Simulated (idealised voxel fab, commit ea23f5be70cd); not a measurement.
Title: Process Module voxel self aligned vias
Square cells of 5 nm make up the cross-section cut, whose width is 230 nm.
For the purposes of this document, a cross-section shall be understood as a grid of square cells, specified as bands listed in top-to-bottom order, each band consisting of one or more rows of cells. The entry gives the band's vertical extent as a top height and a bottom height in nm, then its horizontal make-up as materials from left to right, each with a width in nm. "empty" stands for empty space; a single material marked "all across" fills the band edge to edge. Beneath 0, the wafer as received is one material, and that level is where height counting begins. The lowest band goes on downward without a bottom; it is written like "from 0 down". So if you see something like "30..40" for the width, read it as the top row of the band sitting at the first number and the bottom row at the second, with every row in between moving by the same amount as the last. "no modification" -> step changed no cross-section cell. "closed voids": empty spaces of 8 cells or more with no open way to the top, each given as width x height at distance, distance from the left edge, all in nm. Step line, after settings: the simulator's comment on this step. "overlay nm", when on a step's line for a step with a mask, measures how far to the right of its planned place the mask lay; a negative measure means to the left. Below you will find pairs of cross-sections. In each, one shows the wafer before one process step and the other after it, with the after view ending at the lowest band that changed. Under each pair is the step separating them, along with its settings. Do not assume the pairs form a chain: they can come from different runs of this module on the same starting wafer, and a pair continues from the pair above it only when its "Prior to step" entry says so.
### Prior to step
    from 55 to 50  Ru all across
    from 50 to 45  TiN 55 nm  Ru 10 nm  TiN 45 nm  Ru 10 nm  TiN 45 nm  Ru 10 nm  TiN 55 nm
    from 45 to 20  SiO2 50 nm  TiN 5 nm  Ru 10 nm  TiN 5 nm  SiO2 35 nm  TiN 5 nm  Ru 10 nm  TiN 5 nm  SiO2 35 nm  TiN 5 nm  Ru 10 nm  TiN 5 nm  SiO2 50 nm
    from 20 to 15  SiO2 50 nm  TiN 20 nm  SiO2 35 nm  TiN 20 nm  SiO2 35 nm  TiN 20 nm  SiO2 50 nm
    from 15 to 5  SiO2 all across
    from 5 to 0  SiCN all across
    from 0 down  Si all across
    closed voids: none
### Section After Processing
    from 45 to 20  SiO2 50 nm  TiN 5 nm  Ru 10 nm  TiN 5 nm  SiO2 35 nm  TiN 5 nm  Ru 10 nm  TiN 5 nm  SiO2 35 nm  TiN 5 nm  Ru 10 nm  TiN 5 nm  SiO2 50 nm
    Under 20: no change, same as before.
    closed voids: none
Operation between the pre and post cross-sections above: op CMP | height nm 45
Prior to step: The pre-step condition corresponds to the post-step cross-section depicted in the pair directly above.
### Section After Processing
    from 45 to 35  SiO2 50 nm  empty 20 nm  SiO2 35 nm  empty 20 nm  SiO2 35 nm  empty 20 nm  SiO2 50 nm
    Under 35: no change, same as before.
    closed voids: none
Operation between the pre and post cross-sections above: op SELECTIVE_ETCH | etch materials W Ru TiN | depth nm 10
Prior to step: The pre-step condition corresponds to the post-step cross-section depicted in the pair directly above.
### Section After Processing
    from 55 to 45  SiN all across
    from 45 to 35  SiO2 50 nm  SiN 20 nm  SiO2 35 nm  SiN 20 nm  SiO2 35 nm  SiN 20 nm  SiO2 50 nm
    Under 35: no change, same as before.
    closed voids: none
Operation between the pre and post cross-sections above: op FILL_DEP | material SiN | thk nm 10
Prior to step: The pre-step condition corresponds to the post-step cross-section depicted in the pair directly above.
### Section After Processing
    from 45 to 35  SiO2 50 nm  SiN 20 nm  SiO2 35 nm  SiN 20 nm  SiO2 35 nm  SiN 20 nm  SiO2 50 nm
    Under 35: no change, same as before.
    closed voids: none
Operation between the pre and post cross-sections above: op CMP | height nm 45
Prior to step: The pre-step condition corresponds to the post-step cross-section depicted in the pair directly above.
### Section After Processing
    from 65 to 45  SiO2 all across
    Under 45: no change, same as before.
    closed voids: none
Operation between the pre and post cross-sections above: op DIRECTIONAL_DEP | material SiO2 | thk nm 20
Prior to step: The pre-step condition corresponds to the post-step cross-section depicted in the pair directly above.
### Section After Processing
    from 85 to 65  resist 40 nm  empty 40 nm  resist 70 nm  empty 40 nm  resist 40 nm
    Under 65: no change, same as before.
    closed voids: none
Operation between the pre and post cross-sections above: op PATTERN | tone open | mask id VIAS | material resist | width nm 40 | pitch nm 110 | thk nm 20 | overlay nm 0
Prior to step: The pre-step condition corresponds to the post-step cross-section depicted in the pair directly above.
### Section After Processing
    from 85 to 65  resist 40 nm  empty 40 nm  resist 70 nm  empty 40 nm  resist 40 nm
    from 65 to 45  SiO2 40 nm  empty 40 nm  SiO2 70 nm  empty 40 nm  SiO2 40 nm
    Under 45: no change, same as before.
    closed voids: none
Operation between the pre and post cross-sections above: op DIRECTIONAL_ETCH | etch materials SiO2 | depth nm 20
Prior to step: The pre-step condition corresponds to the post-step cross-section depicted in the pair directly above.
### Section After Processing
    from 85 to 65  resist 40 nm  empty 40 nm  resist 70 nm  empty 40 nm  resist 40 nm
    from 65 to 45  SiO2 40 nm  empty 40 nm  SiO2 70 nm  empty 40 nm  SiO2 40 nm
    from 45 to 35  SiO2 50 nm  empty 20 nm  SiO2 35 nm  SiN 20 nm  SiO2 35 nm  empty 20 nm  SiO2 50 nm
    Under 35: no change, same as before.
    closed voids: none
Operation between the pre and post cross-sections above: op DIRECTIONAL_ETCH | etch materials SiN | depth nm 10
Prior to step: The pre-step condition corresponds to the post-step cross-section depicted in the pair directly above.
### Section After Processing
    from 65 to 45  SiO2 40 nm  empty 40 nm  SiO2 70 nm  empty 40 nm  SiO2 40 nm
    Under 45: no change, same as before.
    closed voids: none
Operation between the pre and post cross-sections above: op STRIP | etch materials resist
Prior to step: The pre-step condition corresponds to the post-step cross-section depicted in the pair directly above.
### Section After Processing
    from 70 to 65  TiN 45 nm  empty 30 nm  TiN 80 nm  empty 30 nm  TiN 45 nm
    from 65 to 50  SiO2 40 nm  TiN 5 nm  empty 30 nm  TiN 5 nm  SiO2 70 nm  TiN 5 nm  empty 30 nm  TiN 5 nm  SiO2 40 nm
    from 50 to 45  SiO2 40 nm  TiN 15 nm  empty 10 nm  TiN 15 nm  SiO2 70 nm  TiN 15 nm  empty 10 nm  TiN 15 nm  SiO2 40 nm
    from 45 to 40  SiO2 50 nm  TiN 5 nm  empty 10 nm  TiN 5 nm  SiO2 35 nm  SiN 20 nm  SiO2 35 nm  TiN 5 nm  empty 10 nm  TiN 5 nm  SiO2 50 nm
    from 40 to 35  SiO2 50 nm  TiN 20 nm  SiO2 35 nm  SiN 20 nm  SiO2 35 nm  TiN 20 nm  SiO2 50 nm
    Under 35: no change, same as before.
    closed voids: none
Operation between the pre and post cross-sections above: op CONFORMAL_DEP | material TiN | thk nm 5
Prior to step: The pre-step condition corresponds to the post-step cross-section depicted in the pair directly above.
### Section After Processing
    from 80 to 70  Cu all across
    from 70 to 65  TiN 45 nm  Cu 30 nm  TiN 80 nm  Cu 30 nm  TiN 45 nm
    from 65 to 50  SiO2 40 nm  TiN 5 nm  Cu 30 nm  TiN 5 nm  SiO2 70 nm  TiN 5 nm  Cu 30 nm  TiN 5 nm  SiO2 40 nm
    from 50 to 45  SiO2 40 nm  TiN 15 nm  Cu 10 nm  TiN 15 nm  SiO2 70 nm  TiN 15 nm  Cu 10 nm  TiN 15 nm  SiO2 40 nm
    from 45 to 40  SiO2 50 nm  TiN 5 nm  Cu 10 nm  TiN 5 nm  SiO2 35 nm  SiN 20 nm  SiO2 35 nm  TiN 5 nm  Cu 10 nm  TiN 5 nm  SiO2 50 nm
    Under 40: no change, same as before.
    closed voids: none
Operation between the pre and post cross-sections above: op FILL_DEP | material Cu | thk nm 10
Prior to step: The pre-step condition corresponds to the post-step cross-section depicted in the pair directly above.
### Section After Processing
    from 65 to 50  SiO2 40 nm  TiN 5 nm  Cu 30 nm  TiN 5 nm  SiO2 70 nm  TiN 5 nm  Cu 30 nm  TiN 5 nm  SiO2 40 nm
    Under 50: no change, same as before.
    closed voids: none
Operation between the pre and post cross-sections above: op CMP | height nm 65
Prior to step: The pre-step condition corresponds to the post-step cross-section depicted in the pair directly above.
### Section After Processing
    from 70 to 65  SiN all across
    Under 65: no change, same as before.
    closed voids: none
Operation between the pre and post cross-sections above: op CONFORMAL_DEP | material SiN | thk nm 5
### Prior to step
    from 65 to 45  SiO2 40 nm  empty 40 nm  SiO2 70 nm  empty 40 nm  SiO2 40 nm
    from 45 to 35  SiO2 50 nm  empty 20 nm  SiO2 35 nm  SiN 20 nm  SiO2 35 nm  empty 20 nm  SiO2 50 nm
    from 35 to 20  SiO2 50 nm  TiN 5 nm  Ru 10 nm  TiN 5 nm  SiO2 35 nm  TiN 5 nm  Ru 10 nm  TiN 5 nm  SiO2 35 nm  TiN 5 nm  Ru 10 nm  TiN 5 nm  SiO2 50 nm
    from 20 to 15  SiO2 50 nm  TiN 20 nm  SiO2 35 nm  TiN 20 nm  SiO2 35 nm  TiN 20 nm  SiO2 50 nm
    from 15 to 10  SiCN all across
    from 10 to 0  SiO2 all across
    from 0 down  Si all across
    closed voids: none
### Section After Processing
    from 80 to 65  TiN 55 nm  empty 10 nm  TiN 100 nm  empty 10 nm  TiN 55 nm
    from 65 to 60  SiO2 40 nm  TiN 15 nm  empty 10 nm  TiN 15 nm  SiO2 70 nm  TiN 15 nm  empty 10 nm  TiN 15 nm  SiO2 40 nm
    from 60 to 45  SiO2 40 nm  TiN 40 nm  SiO2 70 nm  TiN 40 nm  SiO2 40 nm
    from 45 to 35  SiO2 50 nm  TiN 20 nm  SiO2 35 nm  SiN 20 nm  SiO2 35 nm  TiN 20 nm  SiO2 50 nm
    Under 35: no change, same as before.
    closed voids: none
Operation between the pre and post cross-sections above: op CONFORMAL_DEP | material TiN | thk nm 15
Prior to step: The pre-step condition corresponds to the post-step cross-section depicted in the pair directly above.
### Section After Processing
    from 90 to 80  Cu all across
    from 80 to 65  TiN 55 nm  Cu 10 nm  TiN 100 nm  Cu 10 nm  TiN 55 nm
    from 65 to 60  SiO2 40 nm  TiN 15 nm  Cu 10 nm  TiN 15 nm  SiO2 70 nm  TiN 15 nm  Cu 10 nm  TiN 15 nm  SiO2 40 nm
    Under 60: no change, same as before.
    closed voids: none
Operation between the pre and post cross-sections above: op FILL_DEP | material Cu | thk nm 10
Prior to step: The pre-step condition corresponds to the post-step cross-section depicted in the pair directly above.
### Section After Processing
    from 65 to 60  SiO2 40 nm  TiN 15 nm  Cu 10 nm  TiN 15 nm  SiO2 70 nm  TiN 15 nm  Cu 10 nm  TiN 15 nm  SiO2 40 nm
    Under 60: no change, same as before.
    closed voids: none
Operation between the pre and post cross-sections above: op CMP | height nm 65
Prior to step: The pre-step condition corresponds to the post-step cross-section depicted in the pair directly above.
### Section After Processing
    from 70 to 65  SiN all across
    Under 65: no change, same as before.
    closed voids: none
Operation between the pre and post cross-sections above: op CONFORMAL_DEP | material SiN | thk nm 5
### Prior to step
    from 65 to 45  SiO2 all across
    from 45 to 35  SiO2 50 nm  SiN 20 nm  SiO2 35 nm  SiN 20 nm  SiO2 35 nm  SiN 20 nm  SiO2 50 nm
    from 35 to 20  SiO2 50 nm  TiN 5 nm  Ru 10 nm  TiN 5 nm  SiO2 35 nm  TiN 5 nm  Ru 10 nm  TiN 5 nm  SiO2 35 nm  TiN 5 nm  Ru 10 nm  TiN 5 nm  SiO2 50 nm
    from 20 to 15  SiO2 50 nm  TiN 20 nm  SiO2 35 nm  TiN 20 nm  SiO2 35 nm  TiN 20 nm  SiO2 50 nm
    from 15 to 10  SiCN all across
    from 10 to 0  SiO2 all across
    from 0 down  Si all across
    closed voids: none
### Section After Processing
    from 85 to 65  resist 45 nm  empty 35 nm  resist 75 nm  empty 35 nm  resist 40 nm
    Under 65: no change, same as before.
    closed voids: none
Operation between the pre and post cross-sections above: op PATTERN | tone open | mask id VIAS | material resist | width nm 35 | pitch nm 110 | thk nm 20 | overlay nm 0
Prior to step: The pre-step condition corresponds to the post-step cross-section depicted in the pair directly above.
### Section After Processing
    from 85 to 65  resist 45 nm  empty 35 nm  resist 75 nm  empty 35 nm  resist 40 nm
    from 65 to 45  SiO2 45 nm  empty 35 nm  SiO2 75 nm  empty 35 nm  SiO2 40 nm
    Under 45: no change, same as before.
    closed voids: none
Operation between the pre and post cross-sections above: op DIRECTIONAL_ETCH | etch materials SiO2 | depth nm 20
Prior to step: The pre-step condition corresponds to the post-step cross-section depicted in the pair directly above.
### Section After Processing
    from 85 to 65  resist 45 nm  empty 35 nm  resist 75 nm  empty 35 nm  resist 40 nm
    from 65 to 45  SiO2 45 nm  empty 35 nm  SiO2 75 nm  empty 35 nm  SiO2 40 nm
    from 45 to 35  SiO2 50 nm  empty 20 nm  SiO2 35 nm  SiN 20 nm  SiO2 35 nm  empty 20 nm  SiO2 50 nm
    Under 35: no change, same as before.
    closed voids: none
Operation between the pre and post cross-sections above: op DIRECTIONAL_ETCH | etch materials SiN | depth nm 10
Prior to step: The pre-step condition corresponds to the post-step cross-section depicted in the pair directly above.
### Section After Processing
    from 65 to 45  SiO2 45 nm  empty 35 nm  SiO2 75 nm  empty 35 nm  SiO2 40 nm
    Under 45: no change, same as before.
    closed voids: none
Operation between the pre and post cross-sections above: op STRIP | etch materials resist
Prior to step: The pre-step condition corresponds to the post-step cross-section depicted in the pair directly above.
### Section After Processing
    from 70 to 65  TiN 50 nm  empty 25 nm  TiN 85 nm  empty 25 nm  TiN 45 nm
    from 65 to 50  SiO2 45 nm  TiN 5 nm  empty 25 nm  TiN 5 nm  SiO2 75 nm  TiN 5 nm  empty 25 nm  TiN 5 nm  SiO2 40 nm
    from 50 to 45  SiO2 45 nm  TiN 10 nm  empty 10 nm  TiN 15 nm  SiO2 75 nm  TiN 10 nm  empty 10 nm  TiN 15 nm  SiO2 40 nm
    from 45 to 40  SiO2 50 nm  TiN 5 nm  empty 10 nm  TiN 5 nm  SiO2 35 nm  SiN 20 nm  SiO2 35 nm  TiN 5 nm  empty 10 nm  TiN 5 nm  SiO2 50 nm
    from 40 to 35  SiO2 50 nm  TiN 20 nm  SiO2 35 nm  SiN 20 nm  SiO2 35 nm  TiN 20 nm  SiO2 50 nm
    Under 35: no change, same as before.
    closed voids: none
Operation between the pre and post cross-sections above: op CONFORMAL_DEP | material TiN | thk nm 5
Prior to step: The pre-step condition corresponds to the post-step cross-section depicted in the pair directly above.
### Section After Processing
    from 80 to 70  Cu all across
    from 70 to 65  TiN 50 nm  Cu 25 nm  TiN 85 nm  Cu 25 nm  TiN 45 nm
    from 65 to 50  SiO2 45 nm  TiN 5 nm  Cu 25 nm  TiN 5 nm  SiO2 75 nm  TiN 5 nm  Cu 25 nm  TiN 5 nm  SiO2 40 nm
    from 50 to 45  SiO2 45 nm  TiN 10 nm  Cu 10 nm  TiN 15 nm  SiO2 75 nm  TiN 10 nm  Cu 10 nm  TiN 15 nm  SiO2 40 nm
    from 45 to 40  SiO2 50 nm  TiN 5 nm  Cu 10 nm  TiN 5 nm  SiO2 35 nm  SiN 20 nm  SiO2 35 nm  TiN 5 nm  Cu 10 nm  TiN 5 nm  SiO2 50 nm
    Under 40: no change, same as before.
    closed voids: none
Operation between the pre and post cross-sections above: op FILL_DEP | material Cu | thk nm 10
Prior to step: The pre-step condition corresponds to the post-step cross-section depicted in the pair directly above.
### Section After Processing
    from 65 to 50  SiO2 45 nm  TiN 5 nm  Cu 25 nm  TiN 5 nm  SiO2 75 nm  TiN 5 nm  Cu 25 nm  TiN 5 nm  SiO2 40 nm
    Under 50: no change, same as before.
    closed voids: none
Operation between the pre and post cross-sections above: op CMP | height nm 65
Prior to step: The pre-step condition corresponds to the post-step cross-section depicted in the pair directly above.
### Section After Processing
    from 70 to 65  SiN all across
    Under 65: no change, same as before.
    closed voids: none
Operation between the pre and post cross-sections above: op CONFORMAL_DEP | material SiN | thk nm 5
### Prior to step
    from 65 to 45  SiO2 all across
    from 45 to 35  SiO2 50 nm  SiN 20 nm  SiO2 35 nm  SiN 20 nm  SiO2 35 nm  SiN 20 nm  SiO2 50 nm
    from 35 to 20  SiO2 50 nm  TiN 5 nm  Ru 10 nm  TiN 5 nm  SiO2 35 nm  TiN 5 nm  Ru 10 nm  TiN 5 nm  SiO2 35 nm  TiN 5 nm  Ru 10 nm  TiN 5 nm  SiO2 50 nm
    from 20 to 15  SiO2 50 nm  TiN 20 nm  SiO2 35 nm  TiN 20 nm  SiO2 35 nm  TiN 20 nm  SiO2 50 nm
    from 15 to 10  SiCN all across
    from 10 to 0  SiO2 all across
    from 0 down  Si all across
    closed voids: none
### Section After Processing
    from 85 to 65  resist 30 nm  empty 40 nm  resist 70 nm  empty 40 nm  resist 50 nm
    Under 65: no change, same as before.
    closed voids: none
Operation between the pre and post cross-sections above: op PATTERN | tone open | mask id VIAS | material resist | width nm 40 | pitch nm 110 | thk nm 20 | overlay nm -10
Prior to step: The pre-step condition corresponds to the post-step cross-section depicted in the pair directly above.
### Section After Processing
    from 85 to 65  resist 30 nm  empty 40 nm  resist 70 nm  empty 40 nm  resist 50 nm
    from 65 to 45  SiO2 30 nm  empty 40 nm  SiO2 70 nm  empty 40 nm  SiO2 50 nm
    Under 45: no change, same as before.
    closed voids: none
Operation between the pre and post cross-sections above: op DIRECTIONAL_ETCH | etch materials SiO2 | depth nm 20
Prior to step: The pre-step condition corresponds to the post-step cross-section depicted in the pair directly above.
### Section After Processing
    from 85 to 65  resist 30 nm  empty 40 nm  resist 70 nm  empty 40 nm  resist 50 nm
    from 65 to 45  SiO2 30 nm  empty 40 nm  SiO2 70 nm  empty 40 nm  SiO2 50 nm
    from 45 to 35  SiO2 50 nm  empty 20 nm  SiO2 35 nm  SiN 20 nm  SiO2 35 nm  empty 20 nm  SiO2 50 nm
    Under 35: no change, same as before.
    closed voids: none
Operation between the pre and post cross-sections above: op DIRECTIONAL_ETCH | etch materials SiN | depth nm 10
Prior to step: The pre-step condition corresponds to the post-step cross-section depicted in the pair directly above.
### Section After Processing
    from 65 to 45  SiO2 30 nm  empty 40 nm  SiO2 70 nm  empty 40 nm  SiO2 50 nm
    Under 45: no change, same as before.
    closed voids: none
Operation between the pre and post cross-sections above: op STRIP | etch materials resist
Prior to step: The pre-step condition corresponds to the post-step cross-section depicted in the pair directly above.
### Section After Processing
    from 70 to 65  TiN 35 nm  empty 30 nm  TiN 80 nm  empty 30 nm  TiN 55 nm
    from 65 to 50  SiO2 30 nm  TiN 5 nm  empty 30 nm  TiN 5 nm  SiO2 70 nm  TiN 5 nm  empty 30 nm  TiN 5 nm  SiO2 50 nm
    from 50 to 45  SiO2 30 nm  TiN 25 nm  empty 10 nm  TiN 5 nm  SiO2 70 nm  TiN 25 nm  empty 10 nm  TiN 5 nm  SiO2 50 nm
    from 45 to 40  SiO2 50 nm  TiN 5 nm  empty 10 nm  TiN 5 nm  SiO2 35 nm  SiN 20 nm  SiO2 35 nm  TiN 5 nm  empty 10 nm  TiN 5 nm  SiO2 50 nm
    from 40 to 35  SiO2 50 nm  TiN 20 nm  SiO2 35 nm  SiN 20 nm  SiO2 35 nm  TiN 20 nm  SiO2 50 nm
    Under 35: no change, same as before.
    closed voids: none
Operation between the pre and post cross-sections above: op CONFORMAL_DEP | material TiN | thk nm 5
Prior to step: The pre-step condition corresponds to the post-step cross-section depicted in the pair directly above.
### Section After Processing
    from 80 to 70  Cu all across
    from 70 to 65  TiN 35 nm  Cu 30 nm  TiN 80 nm  Cu 30 nm  TiN 55 nm
    from 65 to 50  SiO2 30 nm  TiN 5 nm  Cu 30 nm  TiN 5 nm  SiO2 70 nm  TiN 5 nm  Cu 30 nm  TiN 5 nm  SiO2 50 nm
    from 50 to 45  SiO2 30 nm  TiN 25 nm  Cu 10 nm  TiN 5 nm  SiO2 70 nm  TiN 25 nm  Cu 10 nm  TiN 5 nm  SiO2 50 nm
    from 45 to 40  SiO2 50 nm  TiN 5 nm  Cu 10 nm  TiN 5 nm  SiO2 35 nm  SiN 20 nm  SiO2 35 nm  TiN 5 nm  Cu 10 nm  TiN 5 nm  SiO2 50 nm
    Under 40: no change, same as before.
    closed voids: none
Operation between the pre and post cross-sections above: op FILL_DEP | material Cu | thk nm 10
Prior to step: The pre-step condition corresponds to the post-step cross-section depicted in the pair directly above.
### Section After Processing
    from 65 to 50  SiO2 30 nm  TiN 5 nm  Cu 30 nm  TiN 5 nm  SiO2 70 nm  TiN 5 nm  Cu 30 nm  TiN 5 nm  SiO2 50 nm
    Under 50: no change, same as before.
    closed voids: none
Operation between the pre and post cross-sections above: op CMP | height nm 65
Prior to step: The pre-step condition corresponds to the post-step cross-section depicted in the pair directly above.
### Section After Processing
    from 70 to 65  SiN all across
    Under 65: no change, same as before.
    closed voids: none
Operation between the pre and post cross-sections above: op CONFORMAL_DEP | material SiN | thk nm 5
### Prior to step
    from 65 to 45  SiO2 40 nm  empty 40 nm  SiO2 70 nm  empty 40 nm  SiO2 40 nm
    from 45 to 35  SiO2 50 nm  empty 20 nm  SiO2 35 nm  SiN 20 nm  SiO2 35 nm  empty 20 nm  SiO2 50 nm
    from 35 to 20  SiO2 50 nm  TiN 5 nm  Ru 10 nm  TiN 5 nm  SiO2 35 nm  TiN 5 nm  Ru 10 nm  TiN 5 nm  SiO2 35 nm  TiN 5 nm  Ru 10 nm  TiN 5 nm  SiO2 50 nm
    from 20 to 15  SiO2 50 nm  TiN 20 nm  SiO2 35 nm  TiN 20 nm  SiO2 35 nm  TiN 20 nm  SiO2 50 nm
    from 15 to 10  SiCN all across
    from 10 to 0  SiO2 all across
    from 0 down  Si all across
    closed voids: none
### Section After Processing
    from 70 to 65  Ru 45 nm  empty 30 nm  Ru 80 nm  empty 30 nm  Ru 45 nm
    from 65 to 50  SiO2 40 nm  Ru 5 nm  empty 30 nm  Ru 5 nm  SiO2 70 nm  Ru 5 nm  empty 30 nm  Ru 5 nm  SiO2 40 nm
    from 50 to 45  SiO2 40 nm  Ru 15 nm  empty 10 nm  Ru 15 nm  SiO2 70 nm  Ru 15 nm  empty 10 nm  Ru 15 nm  SiO2 40 nm
    from 45 to 40  SiO2 50 nm  Ru 5 nm  empty 10 nm  Ru 5 nm  SiO2 35 nm  SiN 20 nm  SiO2 35 nm  Ru 5 nm  empty 10 nm  Ru 5 nm  SiO2 50 nm
    from 40 to 35  SiO2 50 nm  Ru 20 nm  SiO2 35 nm  SiN 20 nm  SiO2 35 nm  Ru 20 nm  SiO2 50 nm
    Under 35: no change, same as before.
    closed voids: none
Operation between the pre and post cross-sections above: op CONFORMAL_DEP | material Ru | thk nm 5
Prior to step: The pre-step condition corresponds to the post-step cross-section depicted in the pair directly above.
### Section After Processing
    from 80 to 70  Cu all across
    from 70 to 65  Ru 45 nm  Cu 30 nm  Ru 80 nm  Cu 30 nm  Ru 45 nm
    from 65 to 50  SiO2 40 nm  Ru 5 nm  Cu 30 nm  Ru 5 nm  SiO2 70 nm  Ru 5 nm  Cu 30 nm  Ru 5 nm  SiO2 40 nm
    from 50 to 45  SiO2 40 nm  Ru 15 nm  Cu 10 nm  Ru 15 nm  SiO2 70 nm  Ru 15 nm  Cu 10 nm  Ru 15 nm  SiO2 40 nm
    from 45 to 40  SiO2 50 nm  Ru 5 nm  Cu 10 nm  Ru 5 nm  SiO2 35 nm  SiN 20 nm  SiO2 35 nm  Ru 5 nm  Cu 10 nm  Ru 5 nm  SiO2 50 nm
    Under 40: no change, same as before.
    closed voids: none
Operation between the pre and post cross-sections above: op FILL_DEP | material Cu | thk nm 10
Prior to step: The pre-step condition corresponds to the post-step cross-section depicted in the pair directly above.
### Section After Processing
    from 65 to 50  SiO2 40 nm  Ru 5 nm  Cu 30 nm  Ru 5 nm  SiO2 70 nm  Ru 5 nm  Cu 30 nm  Ru 5 nm  SiO2 40 nm
    Under 50: no change, same as before.
    closed voids: none
Operation between the pre and post cross-sections above: op CMP | height nm 65
Prior to step: The pre-step condition corresponds to the post-step cross-section depicted in the pair directly above.
### Section After Processing
    from 70 to 65  SiN all across
    Under 65: no change, same as before.
    closed voids: none
Operation between the pre and post cross-sections above: op CONFORMAL_DEP | material SiN | thk nm 5
### Prior to step
    from 55 to 45  aC all across
    from 45 to 15  SiO2 all across
    from 15 to 10  SiCN all across
    from 10 to 0  SiO2 all across
    from 0 down  Si all across
    closed voids: none
### Section After Processing
    from 85 to 55  empty 50 nm  resist 20 nm  empty 35 nm  resist 20 nm  empty 35 nm  resist 20 nm  empty 50 nm
    Under 55: no change, same as before.
    closed voids: none
Operation between the pre and post cross-sections above: op PATTERN | tone cover | mask id LINES | material resist | width nm 20 | pitch nm 55 | thk nm 30 | overlay nm 0
Prior to step: The pre-step condition corresponds to the post-step cross-section depicted in the pair directly above.
### Section After Processing
    from 75 to 55  empty 50 nm  resist 20 nm  empty 35 nm  resist 20 nm  empty 35 nm  resist 20 nm  empty 50 nm
    from 55 to 45  empty 50 nm  aC 20 nm  empty 35 nm  aC 20 nm  empty 35 nm  aC 20 nm  empty 50 nm
    Under 45: no change, same as before.
    closed voids: none
Operation between the pre and post cross-sections above: op DIRECTIONAL_ETCH | etch materials aC | depth nm 10
Prior to step: The pre-step condition corresponds to the post-step cross-section depicted in the pair directly above.
### Section After Processing
    from 55 to 45  empty 50 nm  aC 20 nm  empty 35 nm  aC 20 nm  empty 35 nm  aC 20 nm  empty 50 nm
    Under 45: no change, same as before.
    closed voids: none
Operation between the pre and post cross-sections above: op STRIP | etch materials resist
Prior to step: The pre-step condition corresponds to the post-step cross-section depicted in the pair directly above.
### Section After Processing
    from 55 to 45  empty 50 nm  aC 20 nm  empty 35 nm  aC 20 nm  empty 35 nm  aC 20 nm  empty 50 nm
    from 45 to 15  empty 50 nm  SiO2 20 nm  empty 35 nm  SiO2 20 nm  empty 35 nm  SiO2 20 nm  empty 50 nm
    Under 15: no change, same as before.
    closed voids: none
Operation between the pre and post cross-sections above: op DIRECTIONAL_ETCH | etch materials SiO2 | depth nm 30
Prior to step: The pre-step condition corresponds to the post-step cross-section depicted in the pair directly above.
### Section After Processing
    from 45 to 15  empty 50 nm  SiO2 20 nm  empty 35 nm  SiO2 20 nm  empty 35 nm  SiO2 20 nm  empty 50 nm
    Under 15: no change, same as before.
    closed voids: none
Operation between the pre and post cross-sections above: op STRIP | etch materials aC
Prior to step: The pre-step condition corresponds to the post-step cross-section depicted in the pair directly above.
### Section After Processing
    from 50 to 45  empty 45 nm  TiN 30 nm  empty 25 nm  TiN 30 nm  empty 25 nm  TiN 30 nm  empty 45 nm
    from 45 to 20  empty 45 nm  TiN 5 nm  SiO2 20 nm  TiN 5 nm  empty 25 nm  TiN 5 nm  SiO2 20 nm  TiN 5 nm  empty 25 nm  TiN 5 nm  SiO2 20 nm  TiN 5 nm  empty 45 nm
    from 20 to 15  TiN 50 nm  SiO2 20 nm  TiN 35 nm  SiO2 20 nm  TiN 35 nm  SiO2 20 nm  TiN 50 nm
    Under 15: no change, same as before.
    closed voids: none
Operation between the pre and post cross-sections above: op CONFORMAL_DEP | material TiN | thk nm 5
Prior to step: The pre-step condition corresponds to the post-step cross-section depicted in the pair directly above.
### Section After Processing
    from 55 to 50  Ru all across
    from 50 to 45  Ru 45 nm  TiN 30 nm  Ru 25 nm  TiN 30 nm  Ru 25 nm  TiN 30 nm  Ru 45 nm
    from 45 to 20  Ru 45 nm  TiN 5 nm  SiO2 20 nm  TiN 5 nm  Ru 25 nm  TiN 5 nm  SiO2 20 nm  TiN 5 nm  Ru 25 nm  TiN 5 nm  SiO2 20 nm  TiN 5 nm  Ru 45 nm
    Under 20: no change, same as before.
    closed voids: none
Operation between the pre and post cross-sections above: op FILL_DEP | material Ru | thk nm 5
Prior to step: The pre-step condition corresponds to the post-step cross-section depicted in the pair directly above.
### Section After Processing
    from 45 to 20  Ru 45 nm  TiN 5 nm  SiO2 20 nm  TiN 5 nm  Ru 25 nm  TiN 5 nm  SiO2 20 nm  TiN 5 nm  Ru 25 nm  TiN 5 nm  SiO2 20 nm  TiN 5 nm  Ru 45 nm
    Under 20: no change, same as before.
    closed voids: none
Operation between the pre and post cross-sections above: op CMP | height nm 45
Prior to step: The pre-step condition corresponds to the post-step cross-section depicted in the pair directly above.
### Section After Processing
    from 45 to 35  empty 50 nm  SiO2 20 nm  empty 35 nm  SiO2 20 nm  empty 35 nm  SiO2 20 nm  empty 50 nm
    Under 35: no change, same as before.
    closed voids: none
Operation between the pre and post cross-sections above: op SELECTIVE_ETCH | etch materials W Ru TiN | depth nm 10
Prior to step: The pre-step condition corresponds to the post-step cross-section depicted in the pair directly above.
### Section After Processing
    from 55 to 45  SiN all across
    from 45 to 35  SiN 50 nm  SiO2 20 nm  SiN 35 nm  SiO2 20 nm  SiN 35 nm  SiO2 20 nm  SiN 50 nm
    Under 35: no change, same as before.
    closed voids: none
Operation between the pre and post cross-sections above: op FILL_DEP | material SiN | thk nm 10
Prior to step: The pre-step condition corresponds to the post-step cross-section depicted in the pair directly above.
### Section After Processing
    from 45 to 35  SiN 50 nm  SiO2 20 nm  SiN 35 nm  SiO2 20 nm  SiN 35 nm  SiO2 20 nm  SiN 50 nm
    Under 35: no change, same as before.
    closed voids: none
Operation between the pre and post cross-sections above: op CMP | height nm 45
Prior to step: The pre-step condition corresponds to the post-step cross-section depicted in the pair directly above.
### Section After Processing
    from 65 to 45  SiO2 all across
    Under 45: no change, same as before.
    closed voids: none
Operation between the pre and post cross-sections above: op DIRECTIONAL_DEP | material SiO2 | thk nm 20
Prior to step: The pre-step condition corresponds to the post-step cross-section depicted in the pair directly above.
### Section After Processing
    from 85 to 65  resist 40 nm  empty 40 nm  resist 70 nm  empty 40 nm  resist 40 nm
    Under 65: no change, same as before.
    closed voids: none
Operation between the pre and post cross-sections above: op PATTERN | tone open | mask id VIAS | material resist | width nm 40 | pitch nm 110 | thk nm 20 | overlay nm 0
Prior to step: The pre-step condition corresponds to the post-step cross-section depicted in the pair directly above.
### Section After Processing
    from 85 to 65  resist 40 nm  empty 40 nm  resist 70 nm  empty 40 nm  resist 40 nm
    from 65 to 45  SiO2 40 nm  empty 40 nm  SiO2 70 nm  empty 40 nm  SiO2 40 nm
    Under 45: no change, same as before.
    closed voids: none
Operation between the pre and post cross-sections above: op DIRECTIONAL_ETCH | etch materials SiO2 | depth nm 20
